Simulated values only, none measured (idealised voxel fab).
process module | voxel capacitor over wiring
cross-section cut | 235 nm wide | cells 5 nm
A cross-section is a grid of square cells, given in bands from the top down. A band is one or more rows of cells.
Each band's line starts with the height of the band's top and of its bottom, in nm. Then come its materials from left to right, each with its width in nm. One material with "throughout" fills the band from edge to edge. "air" is empty space.
Height 0 is the level under which the wafer as received is all one material. The lowest band goes on downwards, as in "0 down".
A width such as "30 to 40" changes by the same amount from each row of cells to the next, from the band's top row to its bottom row.
"no change" after a step means that no cell of the cross-section changed.
closed voids: empty space of 8 cells or more with no open way to the top, each as width x height at its distance from the left edge, in nm
after a step's settings: what the simulator itself notes on the step
overlay nm, on a step with a mask: how far to the right of its planned place the mask lay; to the left if negative
plan
1 op RECEIVE | material Si
2 op CONFORMAL_DEP | material SiO2 | thk nm 15
3 op CONFORMAL_DEP | material SiCN | thk nm 5
4 op DIRECTIONAL_DEP | material SiO2 | thk nm 15
5 op DIRECTIONAL_DEP | material aC | thk nm 10
6 op PATTERN | tone open | mask id METAL_1 | material resist | width nm 30 | pitch nm 95 | thk nm 25 | overlay nm 0
7 op DIRECTIONAL_ETCH | etch materials aC | depth nm 10
8 op STRIP | etch materials resist
9 op DIRECTIONAL_ETCH | etch materials SiO2 | depth nm 15
10 op DIRECTIONAL_ETCH | etch materials SiCN | depth nm 5
11 op STRIP | etch materials aC
12 op CONFORMAL_DEP | material TiN | thk nm 5
13 op FILL_DEP | material Cu | thk nm 5
14 op CMP | height nm 35
15 op CONFORMAL_DEP | material SiCN | thk nm 5
16 op DIRECTIONAL_DEP | material SiO2 | thk nm 15
17 op MASKED_ETCH | tone open | mask id PLUG_1 | width nm 15 | etch materials SiO2 | depth nm 15 | overlay nm 0
18 op MASKED_ETCH | tone open | mask id PLUG_1 | width nm 15 | etch materials SiCN | depth nm 5 | overlay nm 0
19 op CONFORMAL_DEP | material TiN | thk nm 5
20 op FILL_DEP | material Cu | thk nm 10
21 op CMP | height nm 55
22 op DIRECTIONAL_DEP | material TiN | thk nm 10
23 op DIRECTIONAL_DEP | material SiN | thk nm 5
24 op DIRECTIONAL_DEP | material TiN | thk nm 5
25 op PATTERN | tone cover | mask id UPPER_PLATE | material resist | width nm 70 | thk nm 20 | overlay nm 0
26 op DIRECTIONAL_ETCH | etch materials TiN | depth nm 5
27 op DIRECTIONAL_ETCH | etch materials SiN | depth nm 5
28 op STRIP | etch materials resist
29 op PATTERN | tone cover | mask id LOWER_PLATE | material resist | width nm 80 | thk nm 20 | overlay nm 0
30 op DIRECTIONAL_ETCH | etch materials TiN | depth nm 10
31 op STRIP | etch materials resist
32 op FILL_DEP | material SiO2 | thk nm 20
33 op CMP | height nm 90
34 op DIRECTIONAL_DEP | material aC | thk nm 10
35 op PATTERN | tone open | mask id PLUG_2 | material resist | width nm 15 | thk nm 30 | overlay nm 0
36 op DIRECTIONAL_ETCH | etch materials aC | depth nm 10
37 op STRIP | etch materials resist
38 op DIRECTIONAL_ETCH | etch materials SiO2 | depth nm 15
39 op STRIP | etch materials aC
40 op CONFORMAL_DEP | material TiN | thk nm 5
41 op FILL_DEP | material Ru | thk nm 10
42 op CMP | height nm 90
43 op CONFORMAL_DEP | material SiCN | thk nm 5
first wafer, as planned
as received, after step 1
  0 down: Si throughout
  closed voids: none
after step 2
  15 to 0: SiO2 throughout
  below 0: unchanged
after step 3
  20 to 15: SiCN throughout
  below 15: unchanged
after step 4
  35 to 20: SiO2 throughout
  below 20: unchanged
after step 5
  45 to 35: aC throughout
  below 35: unchanged
after step 6
  70 to 45: resist 55 | air 30 | resist 65 | air 30 | resist 55
  below 45: unchanged
after step 7
  60 to 45: resist 55 | air 30 | resist 65 | air 30 | resist 55
  45 to 35: aC 55 | air 30 | aC 65 | air 30 | aC 55
  below 35: unchanged
after step 8
  45 to 35: aC 55 | air 30 | aC 65 | air 30 | aC 55
  below 35: unchanged
after step 9
  45 to 35: aC 55 | air 30 | aC 65 | air 30 | aC 55
  35 to 20: SiO2 55 | air 30 | SiO2 65 | air 30 | SiO2 55
  below 20: unchanged
after step 10
  45 to 35: aC 55 | air 30 | aC 65 | air 30 | aC 55
  35 to 20: SiO2 55 | air 30 | SiO2 65 | air 30 | SiO2 55
  20 to 15: SiCN 55 | air 30 | SiCN 65 | air 30 | SiCN 55
  below 15: unchanged
after step 11
  35 to 20: SiO2 55 | air 30 | SiO2 65 | air 30 | SiO2 55
  below 20: unchanged
after step 12
  40 to 35: TiN 60 | air 20 | TiN 75 | air 20 | TiN 60
  35 to 20: SiO2 55 | TiN 5 | air 20 | TiN 5 | SiO2 65 | TiN 5 | air 20 | TiN 5 | SiO2 55
  20 to 15: SiCN 55 | TiN 30 | SiCN 65 | TiN 30 | SiCN 55
  below 15: unchanged
after step 13
  45 to 40: Cu throughout
  40 to 35: TiN 60 | Cu 20 | TiN 75 | Cu 20 | TiN 60
  35 to 20: SiO2 55 | TiN 5 | Cu 20 | TiN 5 | SiO2 65 | TiN 5 | Cu 20 | TiN 5 | SiO2 55
  below 20: unchanged
after step 14
  35 to 20: SiO2 55 | TiN 5 | Cu 20 | TiN 5 | SiO2 65 | TiN 5 | Cu 20 | TiN 5 | SiO2 55
  below 20: unchanged
after step 15
  40 to 35: SiCN throughout
  below 35: unchanged
after step 16
  55 to 40: SiO2 throughout
  below 40: unchanged
after step 17
  55 to 40: SiO2 70 | air 15 | SiO2 150
  below 40: unchanged
after step 18
  55 to 40: SiO2 70 | air 15 | SiO2 150
  40 to 35: SiCN 70 | air 15 | SiCN 150
  below 35: unchanged
after step 19
  60 to 55: TiN 75 | air 5 | TiN 155
  55 to 40: SiO2 70 | TiN 5 | air 5 | TiN 5 | SiO2 150
  40 to 35: SiCN 70 | TiN 15 | SiCN 150
  below 35: unchanged
after step 20
  70 to 60: Cu throughout
  60 to 55: TiN 75 | Cu 5 | TiN 155
  55 to 40: SiO2 70 | TiN 5 | Cu 5 | TiN 5 | SiO2 150
  below 40: unchanged
after step 21
  55 to 40: SiO2 70 | TiN 5 | Cu 5 | TiN 5 | SiO2 150
  below 40: unchanged
after step 22
  65 to 55: TiN throughout
  below 55: unchanged
after step 23
  70 to 65: SiN throughout
  below 65: unchanged
after step 24
  75 to 70: TiN throughout
  below 70: unchanged
after step 25
  95 to 75: air 70 | resist 70 | air 95
  below 75: unchanged
after step 26
  95 to 75: air 70 | resist 70 | air 95
  75 to 70: air 70 | TiN 70 | air 95
  below 70: unchanged
after step 27
  95 to 75: air 70 | resist 70 | air 95
  75 to 70: air 70 | TiN 70 | air 95
  70 to 65: air 70 | SiN 70 | air 95
  below 65: unchanged
after step 28
  75 to 70: air 70 | TiN 70 | air 95
  below 70: unchanged
after step 29
  95 to 75: air 65 | resist 80 | air 90
  75 to 70: air 65 | resist 5 | TiN 70 | resist 5 | air 90
  70 to 65: air 65 | resist 5 | SiN 70 | resist 5 | air 90
  below 65: unchanged
after step 30
  95 to 75: air 65 | resist 80 | air 90
  75 to 70: air 65 | resist 5 | TiN 70 | resist 5 | air 90
  70 to 65: air 65 | resist 5 | SiN 70 | resist 5 | air 90
  65 to 55: air 65 | TiN 80 | air 90
  below 55: unchanged
after step 31
  75 to 70: air 70 | TiN 70 | air 95
  70 to 65: air 70 | SiN 70 | air 95
  below 65: unchanged
after step 32
  95 to 75: SiO2 throughout
  75 to 70: SiO2 70 | TiN 70 | SiO2 95
  70 to 65: SiO2 70 | SiN 70 | SiO2 95
  65 to 55: SiO2 65 | TiN 80 | SiO2 90
  below 55: unchanged
after step 33
  90 to 75: SiO2 throughout
  below 75: unchanged
after step 34
  100 to 90: aC throughout
  below 90: unchanged
after step 35
  130 to 100: resist 80 | air 15 | resist 140
  below 100: unchanged
after step 36
  120 to 100: resist 80 | air 15 | resist 140
  100 to 90: aC 80 | air 15 | aC 140
  below 90: unchanged
after step 37
  100 to 90: aC 80 | air 15 | aC 140
  below 90: unchanged
after step 38
  100 to 90: aC 80 | air 15 | aC 140
  90 to 75: SiO2 80 | air 15 | SiO2 140
  below 75: unchanged
after step 39
  90 to 75: SiO2 80 | air 15 | SiO2 140
  below 75: unchanged
after step 40
  95 to 90: TiN 85 | air 5 | TiN 145
  90 to 80: SiO2 80 | TiN 5 | air 5 | TiN 5 | SiO2 140
  80 to 70: SiO2 80 to 70 | TiN 15 to 70 | SiO2 140 to 95
  below 70: unchanged
after step 41
  105 to 95: Ru throughout
  95 to 90: TiN 85 | Ru 5 | TiN 145
  90 to 80: SiO2 80 | TiN 5 | Ru 5 | TiN 5 | SiO2 140
  below 80: unchanged
after step 42
  90 to 80: SiO2 80 | TiN 5 | Ru 5 | TiN 5 | SiO2 140
  below 80: unchanged
after step 43
  95 to 90: SiCN throughout
  below 90: unchanged
second wafer: like start, like plan, one mistake. Through step 27 it matches the first wafer
when step 28 should have ended
  75 to 70: air 70 | TiN 70 | air 95
  below 70: unchanged
when step 29 should have ended
  95 to 75: air 65 | resist 80 | air 90
  75 to 70: air 65 | resist 5 | TiN 70 | resist 5 | air 90
  70 to 65: air 65 | resist 5 | SiN 70 | resist 5 | air 90
  below 65: unchanged
when step 30 should have ended
  95 to 75: air 65 | resist 80 | air 90
  75 to 70: air 65 | resist 5 | TiN 70 | resist 5 | air 90
  70 to 65: air 65 | resist 5 | SiN 70 | resist 5 | air 90
  65 to 55: air 65 | TiN 80 | air 90
  below 55: unchanged
when step 31 should have ended
  75 to 70: air 70 | TiN 70 | air 95
  70 to 65: air 70 | SiN 70 | air 95
  below 65: unchanged
when step 32 should have ended
  95 to 75: SiO2 throughout
  75 to 70: SiO2 70 | TiN 70 | SiO2 95
  70 to 65: SiO2 70 | SiN 70 | SiO2 95
  65 to 55: SiO2 65 | TiN 80 | SiO2 90
  below 55: unchanged
when step 33 should have ended
  90 to 75: SiO2 throughout
  below 75: unchanged
when step 34 should have ended
  100 to 90: aC throughout
  below 90: unchanged
when step 35 should have ended
  130 to 100: resist 80 | air 15 | resist 140
  below 100: unchanged
when step 36 should have ended
  120 to 100: resist 80 | air 15 | resist 140
  100 to 90: aC 80 | air 15 | aC 140
  below 90: unchanged
when step 37 should have ended
  100 to 90: aC 80 | air 15 | aC 140
  below 90: unchanged
when step 38 should have ended
  100 to 90: aC 80 | air 15 | aC 140
  90 to 75: SiO2 80 | air 15 | SiO2 140
  below 75: unchanged
when step 39 should have ended
  90 to 75: SiO2 80 | air 15 | SiO2 140
  below 75: unchanged
when step 40 should have ended
  95 to 90: TiN 85 | air 5 | TiN 145
  90 to 80: SiO2 80 | TiN 5 | air 5 | TiN 5 | SiO2 140
  80 to 70: SiO2 80 to 70 | TiN 15 to 70 | SiO2 140 to 95
  below 70: unchanged
when step 41 should have ended
  105 to 95: Ru throughout
  95 to 90: TiN 85 | Ru 5 | TiN 145
  90 to 80: SiO2 80 | TiN 5 | Ru 5 | TiN 5 | SiO2 140
  below 80: unchanged
when step 42 should have ended
  90 to 80: SiO2 80 | TiN 5 | Ru 5 | TiN 5 | SiO2 140
  below 80: unchanged
when step 43 should have ended
  95 to 90: SiCN throughout
  below 90: unchanged
what went wrong: step 28 was run twice
at the end the two cross-sections are the same: no effect in what this model computes
